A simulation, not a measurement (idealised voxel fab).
Process module under the name voxel wiring stack
cross-section cut | 165 nm wide | cells 5 nm
Think of the cross-section as a grid of square cells. We describe it in bands, top to bottom, and each band covers one or more rows of those cells. A band entry consists of two parts. The first gives the height of the band's top and the height of its bottom, in nm. The rest lists the band's materials from left to right, each with its width in nm. A single material labelled with the word "full width" fills the band from edge to edge, and the word "empty" marks empty space. Below 0: as-received wafer, all one material; heights counted from there. Lowest band: no bottom, goes on down, written "0 and below". The width entry "30 to 40" should be interpreted row by row: the top row of cells in the band takes the first number, the bottom row takes the second number, and the change between adjacent rows is uniform throughout. Any step labelled "stayed the same" changed none of the cells in the cross-section. Entry "Trapped void list". Content: empty spaces with no open connection to the top, size 8 cells or greater. Each: width x height at distance. Distance: from left edge. Unit: nm. Where a step's line continues beyond its settings, the continuation is a remark by the simulator itself on that step. When a step includes a mask, the "overlay nm" setting on its line states how far to the right of its planned place that mask lay, and negative values state how far to the left.
-- The planned process steps are enumerated hereunder
1,RECEIVE, material Si
2,CONFORMAL_DEP, material SiO2, thk nm 10
3,CONFORMAL_DEP, material SiCN, thk nm 5
4,DIRECTIONAL_DEP, material lowk, thk nm 25
5,MASKED_ETCH, tone open, mask id METAL_1, width nm 30, pitch nm 45, etch materials lowk, depth nm 25, overlay nm 0
6,MASKED_ETCH, tone open, mask id METAL_1, width nm 30, pitch nm 45, etch materials SiCN, depth nm 5, overlay nm 0
7,CONFORMAL_DEP, material TiN, thk nm 5
8,FILL_DEP, material Cu, thk nm 5
9,CMP, height nm 40
10,EPI, material Ru, thk nm 5
11,FILL_DEP, material SiCN, thk nm 5
12,DIRECTIONAL_DEP, material SiO2, thk nm 30
13,MASKED_ETCH, tone open, mask id METAL_2_HOLES, width nm 15, pitch nm 45, etch materials SiO2, depth nm 30, overlay nm 0
14,PATTERN, tone open, mask id METAL_2, material resist, width nm 30, pitch nm 45, thk nm 20, overlay nm 0
15,DIRECTIONAL_ETCH, etch materials SiO2, depth nm 20
16,DIRECTIONAL_ETCH, etch materials SiCN, depth nm 5
17,STRIP, etch materials resist
18,CONFORMAL_DEP, material TiN, thk nm 5
19,FILL_DEP, material Cu, thk nm 10
20,CMP, height nm 80
21,CONFORMAL_DEP, material SiCN, thk nm 5
22,DIRECTIONAL_DEP, material lowk, thk nm 20
23,PATTERN, tone open, mask id PLUG_2, material resist, width nm 15, thk nm 15, overlay nm 0
24,DIRECTIONAL_ETCH, etch materials lowk, depth nm 20
25,DIRECTIONAL_ETCH, etch materials SiCN, depth nm 5
26,STRIP, etch materials resist
27,CONFORMAL_DEP, material TiN, thk nm 5
28,FILL_DEP, material Cu, thk nm 10
29,CMP, height nm 105
30,CONFORMAL_DEP, material SiCN, thk nm 5
31,DIRECTIONAL_DEP, material SiO2, thk nm 25
32,MASKED_ETCH, tone open, mask id METAL_3, width nm 30, pitch nm 45, etch materials SiO2, depth nm 25, overlay nm 0
33,MASKED_ETCH, tone open, mask id METAL_3, width nm 30, pitch nm 45, etch materials SiCN, depth nm 5, overlay nm 0
34,CONFORMAL_DEP, material TiN, thk nm 5
35,FILL_DEP, material Ru, thk nm 5
36,CMP, height nm 135
37,CONFORMAL_DEP, material SiCN, thk nm 5
38,DIRECTIONAL_DEP, material lowk, thk nm 10
39,MASKED_ETCH, tone open, mask id PLUG_3, width nm 15, etch materials lowk, depth nm 10, overlay nm 0
40,MASKED_ETCH, tone open, mask id PLUG_3, width nm 15, etch materials SiCN, depth nm 5, overlay nm 0
41,CONFORMAL_DEP, material TiN, thk nm 5
42,FILL_DEP, material W, thk nm 10
43,CMP, height nm 150
44,CONFORMAL_DEP, material SiN, thk nm 5
45,DIRECTIONAL_DEP, material SiO2, thk nm 20
46,MASKED_ETCH, tone open, mask id METAL_4, width nm 30, pitch nm 45, etch materials SiO2, depth nm 20, overlay nm 0
47,MASKED_ETCH, tone open, mask id METAL_4, width nm 30, pitch nm 45, etch materials SiN, depth nm 5, overlay nm 0
48,CONFORMAL_DEP, material TiN, thk nm 5
49,FILL_DEP, material Cu, thk nm 10
50,CMP, height nm 175
51,EPI, material Ru, thk nm 5
52,FILL_DEP, material SiCN, thk nm 5
-- So this is the incoming wafer in cross-section - it's already been through step 1
- 0 and below | Si full width
- Trapped void list: none
-- Module complete - cross-section of the first of two wafers, run according to plan
- 185 down to 180 | SiCN full width
- 180 down to 175 | SiCN: 40 / Ru: 40 / SiCN: 5 / Ru: 40 / SiCN: 40
- 175 down to 155 | SiO2: 45 / TiN: 5 / Cu: 20 / TiN: 5 / SiO2: 15 / TiN: 5 / Cu: 20 / TiN: 5 / SiO2: 45
- 155 down to 150 | SiN: 45 / TiN: 30 / SiN: 15 / TiN: 30 / SiN: 45
- 150 down to 140 | lowk: 45 / TiN: 5 / W: 5 / TiN: 5 / lowk: 105
- 140 down to 135 | SiCN: 45 / TiN: 15 / SiCN: 105
- 135 down to 110 | SiO2: 45 / TiN: 5 / Ru: 20 / TiN: 5 / SiO2: 15 / TiN: 5 / Ru: 20 / TiN: 5 / SiO2: 45
- 110 down to 105 | SiCN: 45 / TiN: 30 / SiCN: 15 / TiN: 30 / SiCN: 45
- 105 down to 85 | lowk: 45 / TiN: 5 / Cu: 5 / TiN: 5 / lowk: 105
- 85 down to 80 | SiCN: 45 / TiN: 15 / SiCN: 105
- 80 down to 65 | SiO2: 45 / TiN: 5 / Cu: 20 / TiN: 5 / SiO2: 15 / TiN: 5 / Cu: 20 / TiN: 5 / SiO2: 45
- 65 down to 60 | SiO2: 45 / TiN: 5 / Cu: 5 / TiN: 20 / SiO2: 15 / TiN: 5 / Cu: 5 / TiN: 20 / SiO2: 45
- 60 down to 50 | SiO2: 45 / TiN: 5 / Cu: 5 / TiN: 5 / SiO2: 30 / TiN: 5 / Cu: 5 / TiN: 5 / SiO2: 60
- 50 down to 45 | SiCN: 45 / TiN: 15 / SiCN: 30 / TiN: 15 / SiCN: 60
- 45 down to 40 | SiCN: 40 / Ru: 40 / SiCN: 5 / Ru: 40 / SiCN: 40
- 40 down to 15 | lowk: 45 / TiN: 5 / Cu: 20 / TiN: 5 / lowk: 15 / TiN: 5 / Cu: 20 / TiN: 5 / lowk: 45
- 15 down to 10 | SiCN: 45 / TiN: 30 / SiCN: 15 / TiN: 30 / SiCN: 45
- 10 down to 0 | SiO2 full width
- 0 and below | Si full width
- Trapped void list: none
-- Now the second wafer, cross-sectioned at the end of the module. Nothing different at the start, nothing different in the plan compared with the first, just one mistake when it was actually run
- 185 down to 180 | SiCN full width
- 180 down to 175 | SiCN: 40 / Ru: 40 / SiCN: 5 / Ru: 40 / SiCN: 40
- 175 down to 155 | SiO2: 45 / TiN: 5 / Cu: 20 / TiN: 5 / SiO2: 15 / TiN: 5 / Cu: 20 / TiN: 5 / SiO2: 45
- 155 down to 150 | SiN: 45 / TiN: 30 / SiN: 15 / TiN: 30 / SiN: 45
- 150 down to 140 | lowk: 45 / TiN: 5 / W: 5 / TiN: 5 / lowk: 105
- 140 down to 135 | SiCN: 45 / TiN: 15 / SiCN: 105
- 135 down to 110 | SiO2: 45 / TiN: 5 / Ru: 20 / TiN: 5 / SiO2: 15 / TiN: 5 / Ru: 20 / TiN: 5 / SiO2: 45
- 110 down to 105 | SiCN: 45 / TiN: 30 / SiCN: 15 / TiN: 30 / SiCN: 45
- 105 down to 85 | lowk: 45 / TiN: 5 / Cu: 5 / TiN: 5 / lowk: 105
- 85 down to 80 | SiCN: 45 / TiN: 15 / SiCN: 105
- 80 down to 65 | SiO2: 45 / TiN: 5 / Cu: 20 / TiN: 5 / SiO2: 15 / TiN: 5 / Cu: 20 / TiN: 5 / SiO2: 45
- 65 down to 60 | SiO2: 45 / TiN: 5 / Cu: 5 / TiN: 20 / SiO2: 15 / TiN: 5 / Cu: 5 / TiN: 20 / SiO2: 45
- 60 down to 50 | SiO2: 45 / TiN: 5 / Cu: 5 / TiN: 5 / SiO2: 30 / TiN: 5 / Cu: 5 / TiN: 5 / SiO2: 60
- 50 down to 45 | SiCN: 45 / TiN: 15 / SiCN: 30 / TiN: 15 / SiCN: 60
- 45 down to 40 | SiCN: 40 / Ru: 40 / SiCN: 5 / Ru: 40 / SiCN: 40
- 40 down to 20 | lowk: 45 / TiN: 5 / Cu: 20 / TiN: 5 / lowk: 15 / TiN: 5 / Cu: 20 / TiN: 5 / lowk: 45
- 20 down to 15 | lowk: 45 / TiN: 10 / Cu: 10 / TiN: 10 / lowk: 15 / TiN: 10 / Cu: 10 / TiN: 10 / lowk: 45
- 15 down to 10 | SiCN: 50 / TiN: 20 / SiCN: 25 / TiN: 20 / SiCN: 50
- 10 down to 0 | SiO2 full width
- 0 and below | Si full width
- Trapped void list: none
Misprocessing identified: rather than as planned, step 6 actually ran as MASKED_ETCH, tone open, mask id METAL_1, width nm 20, pitch nm 45, etch materials SiCN, depth nm 5, overlay nm 0
The final cell counts differ between the wafers, with the second having more or fewer of some materials than the first: Cu: 4 fewer, SiCN: 4 more
